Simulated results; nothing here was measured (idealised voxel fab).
process module | voxel wiring stack
cross-section cut | 240 nm wide | cells 5 nm
A cross-section is a grid of square cells, given in bands from the top down. A band is one or more rows of cells.
Each band's line starts with the height of the band's top and of its bottom, in nm. Then come its materials from left to right, each with its width in nm. One material with "throughout" fills the band from edge to edge. "air" is empty space.
Height 0 is the level under which the wafer as received is all one material. The lowest band goes on downwards, as in "0 down".
A width such as "30 to 40" changes by the same amount from each row of cells to the next, from the band's top row to its bottom row.
"no change" after a step means that no cell of the cross-section changed.
closed voids: empty space of 8 cells or more with no open way to the top, each as width x height at its distance from the left edge, in nm
after a step's settings: what the simulator itself notes on the step
overlay nm, on a step with a mask: how far to the right of its planned place the mask lay; to the left if negative
plan
1 op RECEIVE | material Si
2 op CONFORMAL_DEP | material SiO2 | thk nm 10
3 op DIRECTIONAL_DEP | material TiN | thk nm 5
4 op DIRECTIONAL_DEP | material W | thk nm 25
5 op MASKED_ETCH | tone cover | mask id METAL_1 | width nm 20 | pitch nm 40 | etch materials W | depth nm 25 | overlay nm 0
6 op MASKED_ETCH | tone cover | mask id METAL_1 | width nm 20 | pitch nm 40 | etch materials TiN | depth nm 5 | overlay nm 0
7 op FILL_DEP | material lowk | thk nm 5
8 op CMP | height nm 40
9 op CONFORMAL_DEP | material SiCN | thk nm 5
10 op DIRECTIONAL_DEP | material lowk | thk nm 10
11 op MASKED_ETCH | tone open | mask id PLUG_1 | width nm 15 | pitch nm 40 | etch materials lowk | depth nm 10 | overlay nm 0
12 op MASKED_ETCH | tone open | mask id PLUG_1 | width nm 15 | pitch nm 40 | etch materials SiCN | depth nm 5 | overlay nm 0
13 op EPI | material Ru | thk nm 10
14 op EPI | material Ru | thk nm 5
15 op CONFORMAL_DEP | material SiCN | thk nm 5
16 op DIRECTIONAL_DEP | material lowk | thk nm 15
17 op PATTERN | tone open | mask id METAL_2 | material resist | width nm 20 | pitch nm 40 | thk nm 15 | overlay nm 0
18 op DIRECTIONAL_ETCH | etch materials lowk | depth nm 15
19 op DIRECTIONAL_ETCH | etch materials SiCN | depth nm 5
20 op STRIP | etch materials resist
21 op CONFORMAL_DEP | material TiN | thk nm 5
22 op FILL_DEP | material Cu | thk nm 10
23 op CMP | height nm 75
24 op EPI | material Ru | thk nm 5
25 op FILL_DEP | material SiCN | thk nm 5
26 op DIRECTIONAL_DEP | material lowk | thk nm 20
27 op MASKED_ETCH | tone open | mask id PLUG_2 | width nm 15 | pitch nm 80 | etch materials lowk | depth nm 20 | overlay nm 0
28 op MASKED_ETCH | tone open | mask id PLUG_2 | width nm 15 | pitch nm 80 | etch materials SiCN | depth nm 5 | overlay nm 0
29 op EPI | material Ru | thk nm 10
30 op EPI | material Ru | thk nm 10
31 op EPI | material Ru | thk nm 5
32 op CONFORMAL_DEP | material SiCN | thk nm 5
33 op DIRECTIONAL_DEP | material lowk | thk nm 25
34 op PATTERN | tone open | mask id METAL_3 | material resist | width nm 20 | pitch nm 40 | thk nm 20 | overlay nm 0
35 op DIRECTIONAL_ETCH | etch materials lowk | depth nm 25
36 op DIRECTIONAL_ETCH | etch materials SiCN | depth nm 5
37 op STRIP | etch materials resist
38 op CONFORMAL_DEP | material TiN | thk nm 5
39 op FILL_DEP | material Ru | thk nm 10
40 op CMP | height nm 135
41 op CONFORMAL_DEP | material SiCN | thk nm 5
as received, after step 1
  0 down: Si throughout
  closed voids: none
first wafer at the end, as planned
  140 to 135: SiCN throughout
  135 to 110: lowk 50 | TiN 5 | Ru 10 | TiN 5 | lowk 20 | TiN 5 | Ru 10 | TiN 5 | lowk 20 | TiN 5 | Ru 10 | TiN 5 | lowk 20 | TiN 5 | Ru 10 | TiN 5 | lowk 50
  110 to 105: SiCN 50 | TiN 20 | SiCN 20 | TiN 20 | SiCN 20 | TiN 20 | SiCN 20 | TiN 20 | SiCN 50
  105 to 85: lowk 50 | Ru 15 | lowk 65 | Ru 15 | lowk 95
  85 to 80: SiCN 50 | Ru 15 | SiCN 65 | Ru 15 | SiCN 95
  80 to 75: SiCN 45 | Ru 30 | SiCN 10 | Ru 30 | SiCN 10 | Ru 30 | SiCN 10 | Ru 30 | SiCN 45
  75 to 60: lowk 50 | TiN 5 | Cu 10 | TiN 5 | lowk 20 | TiN 5 | Cu 10 | TiN 5 | lowk 20 | TiN 5 | Cu 10 | TiN 5 | lowk 20 | TiN 5 | Cu 10 | TiN 5 | lowk 50
  60 to 55: SiCN 50 | TiN 20 | SiCN 20 | TiN 20 | SiCN 20 | TiN 20 | SiCN 20 | TiN 20 | SiCN 50
  55 to 45: lowk 50 | Ru 15 | lowk 25 | Ru 15 | lowk 25 | Ru 15 | lowk 25 | Ru 15 | lowk 55
  45 to 40: SiCN 50 | Ru 15 | SiCN 25 | Ru 15 | SiCN 25 | Ru 15 | SiCN 25 | Ru 15 | SiCN 55
  40 to 15: lowk 50 | W 20 | lowk 20 | W 20 | lowk 20 | W 20 | lowk 20 | W 20 | lowk 50
  15 to 10: lowk 50 | TiN 20 | lowk 20 | TiN 20 | lowk 20 | TiN 20 | lowk 20 | TiN 20 | lowk 50
  10 to 0: SiO2 throughout
  0 down: Si throughout
  closed voids: none
second wafer at the end: like start, like plan, one mistake
  140 to 135: SiCN throughout
  135 to 130: lowk 50 | TiN 5 | Ru 10 | TiN 5 | lowk 20 | TiN 5 | Ru 10 | TiN 5 | lowk 20 | TiN 5 | Ru 10 | TiN 5 | lowk 20 | TiN 5 | Ru 10 | TiN 5 | lowk 50
  130 to 125: SiCN 50 | TiN 20 | SiCN 20 | TiN 20 | SiCN 20 | TiN 20 | SiCN 20 | TiN 20 | SiCN 50
  125 to 105: lowk 50 | SiCN 5 | TiN 5 | SiCN 5 | lowk 65 | SiCN 5 | TiN 5 | SiCN 5 | lowk 95
  105 to 85: lowk throughout
  85 to 80: SiCN throughout
  80 to 75: SiCN 45 | Ru 30 | SiCN 10 | Ru 30 | SiCN 10 | Ru 30 | SiCN 10 | Ru 30 | SiCN 45
  75 to 60: lowk 50 | TiN 5 | Cu 10 | TiN 5 | lowk 20 | TiN 5 | Cu 10 | TiN 5 | lowk 20 | TiN 5 | Cu 10 | TiN 5 | lowk 20 | TiN 5 | Cu 10 | TiN 5 | lowk 50
  60 to 55: SiCN 50 | TiN 20 | SiCN 20 | TiN 20 | SiCN 20 | TiN 20 | SiCN 20 | TiN 20 | SiCN 50
  55 to 45: lowk 50 | Ru 15 | lowk 25 | Ru 15 | lowk 25 | Ru 15 | lowk 25 | Ru 15 | lowk 55
  45 to 40: SiCN 50 | Ru 15 | SiCN 25 | Ru 15 | SiCN 25 | Ru 15 | SiCN 25 | Ru 15 | SiCN 55
  40 to 15: lowk 50 | W 20 | lowk 20 | W 20 | lowk 20 | W 20 | lowk 20 | W 20 | lowk 50
  15 to 10: lowk 50 | TiN 20 | lowk 20 | TiN 20 | lowk 20 | TiN 20 | lowk 20 | TiN 20 | lowk 50
  10 to 0: SiO2 throughout
  0 down: Si throughout
  closed voids: none
what went wrong: step 26 was run twice
at the end the second wafer has, in cells: 62 fewer of Ru | 22 more of SiCN | 24 fewer of TiN | 64 more of lowk
